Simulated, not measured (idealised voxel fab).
Proc. module: voxel self aligned contacts
cross-section cut | 260 nm wide | cells 5 nm
In this document a cross-section is written as a grid of square cells. It is given as a series of bands, listed from the top down, and a band is one or more rows of cells. First you get the band's top height and its bottom height, in nm, and then the materials it's made of, left to right, with each width in nm. If you see a single material with "throughout", that one covers the band edge to edge. "empty" is empty space. Convention: height 0 is the level below which the wafer, as received, is all one material. The lowest band does not terminate at the bottom but continues downward, represented as "from 0 down". A width such as "30 to 40" changes by the same amount from each row of cells to the next, from the band's top row to its bottom row. Given "no modifications" for a step, no cell of the cross-section differs between before and after that step. Entry "Voids lacking openings" = empty spaces >= 8 cells with no open way to the top; each as width x height at distance, distance from left edge, all nm. Where a step's line continues beyond its settings, the continuation is a remark by the simulator itself on that step. You can add "overlay nm" to a step's line. For a step with a mask, it describes how far the mask lay to the right of its planned position, and a negative number describes a lay to the left.
**Process steps - plan**
1) RECEIVE | material Si
2) OXIDIZE | depth nm 5
3) DIRECTIONAL_DEP | material polySi | thk nm 30
4) DIRECTIONAL_DEP | material SiN | thk nm 25
5) PATTERN | tone cover | mask id GATE | material resist | width nm 25 | pitch nm 70 | thk nm 15 | overlay nm 0
6) DIRECTIONAL_ETCH | etch materials SiN | depth nm 25
7) DIRECTIONAL_ETCH | etch materials polySi | depth nm 30
8) STRIP | etch materials resist
9) CONFORMAL_DEP | material SiN | thk nm 10
10) DIRECTIONAL_ETCH | etch materials SiN | depth nm 10
11) FILL_DEP | material SiO2 | thk nm 15
12) CMP | height nm 65
13) MASKED_ETCH | tone open | mask id CONTACT | width nm 55 | pitch nm 70 | etch materials SiO2 | depth nm 70 | overlay nm 0
14) CONFORMAL_DEP | material TiN | thk nm 5
15) FILL_DEP | material W | thk nm 10
16) CMP | height nm 65
17) CONFORMAL_DEP | material SiN | thk nm 5
**Cross-section: wafer on arrival = after step 1**
- from 0 down | Si throughout
- Voids lacking openings: none
**Looking at the first of two wafers in cross-section at end of module - ran to plan**
- from 70 to 65 | SiN throughout
- from 65 to 55 | SiO2 65  TiN 5 to 20  W 45 to 15  TiN 5 to 20  SiO2 15  TiN 5 to 20  W 45 to 15  TiN 5 to 20  SiO2 70
- from 55 to 30 | SiO2 35  SiN 45  TiN 5  W 15  TiN 5  SiN 45  TiN 5  W 15  TiN 5  SiN 45  SiO2 40
- from 30 to 0 | SiO2 35  SiN 10  polySi 25  SiN 10  TiN 5  W 15  TiN 5  SiN 10  polySi 25  SiN 10  TiN 5  W 15  TiN 5  SiN 10  polySi 25  SiN 10  SiO2 40
- from 0 to -5 | SiO2 80  TiN 25  SiO2 45  TiN 25  SiO2 85
- from -5 down | Si throughout
- Voids lacking openings: none
**End of module, second wafer, cross-section. Started like the first, planned like the first, run with one mistake**
- from 85 to 80 | SiN throughout
- from 80 to 70 | W throughout
- from 70 to 65 | TiN 70  W 45  TiN 25  W 45  TiN 75
- from 65 to 55 | SiO2 65  TiN 5 to 20  W 45 to 15  TiN 5 to 20  SiO2 15  TiN 5 to 20  W 45 to 15  TiN 5 to 20  SiO2 70
- from 55 to 30 | SiO2 35  SiN 45  TiN 5  W 15  TiN 5  SiN 45  TiN 5  W 15  TiN 5  SiN 45  SiO2 40
- from 30 to 0 | SiO2 35  SiN 10  polySi 25  SiN 10  TiN 5  W 15  TiN 5  SiN 10  polySi 25  SiN 10  TiN 5  W 15  TiN 5  SiN 10  polySi 25  SiN 10  SiO2 40
- from 0 to -5 | SiO2 80  TiN 25  SiO2 45  TiN 25  SiO2 85
- from -5 down | Si throughout
- Voids lacking openings: none
Plan not followed: step 16 of the plan never got run, it was skipped over
Materials where the second wafer ends with more or fewer cells than the first: +34 TiN | +122 W
